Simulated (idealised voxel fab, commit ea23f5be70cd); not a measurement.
Documented hereafter: the process module known as voxel transistor to metal.
The cross-section on display is named cut; it measures 175 nm wide, and its cells are 5 nm squares.
Cross-section spec: square-cell grid; bands listed top down; each band is one or more rows. Read a band's entry like this: the first values are the height of its top and the height of its bottom in nm, and what follows is the sequence of materials from left to right, each with its width in nm. Note that "air" is empty space, and that a single material marked "everywhere" reaches across the band from edge to edge. Heights are reckoned from 0. Under this level, the received wafer is all of one material. The bottommost band is open-ended downward, for example "0 and below". The notation "30..40" denotes a width that varies across the rows of cells in the band, beginning at the first number in the top row, finishing at the second number in the bottom row, and changing by an identical amount from each row to the next. The cross-section has no changed cell in any step marked "no alterations made". Closed-off voids of 8+ cells (no open route to the top) go in "Internal closed voids", written width x height at distance from the left edge, in nm. Read whatever lies past the settings on a step's line as the simulator's own remark about the step. You can add "overlay nm" to a step's line. For a step with a mask, it describes how far the mask lay to the right of its planned position, and a negative number describes a lay to the left.

Steps planned for the process
1) RECEIVE,material Si
2) OXIDIZE,depth nm 5
3) CONFORMAL_DEP,material SiN,thk nm 15
4) DIRECTIONAL_DEP,material aC,thk nm 10
5) PATTERN,tone cover,mask id ACTIVE,material resist,width nm 95,thk nm 30,overlay nm 0
6) DIRECTIONAL_ETCH,etch materials aC,depth nm 10
7) STRIP,etch materials resist
8) DIRECTIONAL_ETCH,etch materials SiN,depth nm 15
9) DIRECTIONAL_ETCH,etch materials SiO2,depth nm 5
10) DIRECTIONAL_ETCH,etch materials Si,depth nm 35
11) STRIP,etch materials aC
12) OXIDIZE,depth nm 5
13) FILL_DEP,material SiO2,thk nm 5
14) CMP,height nm 15
15) SELECTIVE_ETCH,etch materials SiO2,depth nm 5
16) STRIP,etch materials SiN
17) SELECTIVE_ETCH,etch materials SiO2,depth nm 5
18) OXIDIZE,depth nm 5
19) DIRECTIONAL_DEP,material polySi,thk nm 25
20) DIRECTIONAL_DEP,material SiCN,thk nm 10
21) PATTERN,tone cover,mask id GATE,material resist,width nm 15,thk nm 20,overlay nm 0
22) DIRECTIONAL_ETCH,etch materials SiCN,depth nm 20
23) DIRECTIONAL_ETCH,etch materials polySi,depth nm 35
24) STRIP,etch materials resist
25) CONFORMAL_DEP,material SiO2,thk nm 5
26) DIRECTIONAL_ETCH,etch materials SiO2,depth nm 5
27) CONFORMAL_DEP,material SiN,thk nm 5
28) DIRECTIONAL_ETCH,etch materials SiN,depth nm 5
29) DIRECTIONAL_ETCH,etch materials SiO2,depth nm 5
30) DIRECTIONAL_ETCH,etch materials Si,depth nm 5
31) EPI,material pSi,thk nm 5
32) FILL_DEP,material SiO2,thk nm 5
33) CMP,height nm 30
34) DIRECTIONAL_DEP,material SiO2,thk nm 15
35) DIRECTIONAL_DEP,material aC,thk nm 10
36) PATTERN,tone open,mask id CONTACT,material resist,width nm 30,pitch nm 55,thk nm 30,overlay nm 0
37) DIRECTIONAL_ETCH,etch materials aC,depth nm 10
38) STRIP,etch materials resist
39) DIRECTIONAL_ETCH,etch materials SiO2,depth nm 55
40) STRIP,etch materials aC
41) CONFORMAL_DEP,material TiN,thk nm 5
42) FILL_DEP,material W,thk nm 5
43) CMP,height nm 45
44) CONFORMAL_DEP,material SiN,thk nm 5
45) DIRECTIONAL_DEP,material SiO2,thk nm 15
46) PATTERN,tone open,mask id METAL_1,material resist,width nm 20,pitch nm 65,thk nm 20,overlay nm 0
47) DIRECTIONAL_ETCH,etch materials SiO2,depth nm 15
48) DIRECTIONAL_ETCH,etch materials SiN,depth nm 5
49) STRIP,etch materials resist
50) CONFORMAL_DEP,material TiN,thk nm 5
51) FILL_DEP,material Ru,thk nm 5
52) CMP,height nm 65
53) EPI,material Ru,thk nm 5
54) FILL_DEP,material SiCN,thk nm 5
The width nm used in step 5 is not the same on every wafer, whereas the starting condition is; the value printed in the plan is the first wafer's.

The first of several wafers in cross-section, exactly as it reached us after step 1
* 0 and below: Si everywhere
* Internal closed voids: none

Basically each wafer gets a line in the table, showing it at the end of the module: material by material, the cells it gained (+) or lost (-) since we got it, then its closed voids
width nm 95 | +24 Ru | -206 Si | +64 SiCN | +45 SiN | +437 SiO2 | +72 TiN | +62 W | +12 pSi | +15 polySi | Internal closed voids: none
width nm 100 | +24 Ru | -200 Si | +64 SiCN | +45 SiN | +430 SiO2 | +72 TiN | +62 W | +13 pSi | +15 polySi | Internal closed voids: none
width nm 105 | +24 Ru | -194 Si | +64 SiCN | +45 SiN | +423 SiO2 | +72 TiN | +62 W | +14 pSi | +15 polySi | Internal closed voids: none
width nm 110 | +24 Ru | -188 Si | +64 SiCN | +45 SiN | +416 SiO2 | +72 TiN | +62 W | +15 pSi | +15 polySi | Internal closed voids: none
width nm 115 | +24 Ru | -182 Si | +64 SiCN | +45 SiN | +409 SiO2 | +72 TiN | +62 W | +16 pSi | +15 polySi | Internal closed voids: none
width nm 120 | +24 Ru | -176 Si | +64 SiCN | +45 SiN | +402 SiO2 | +72 TiN | +62 W | +17 pSi | +15 polySi | Internal closed voids: none
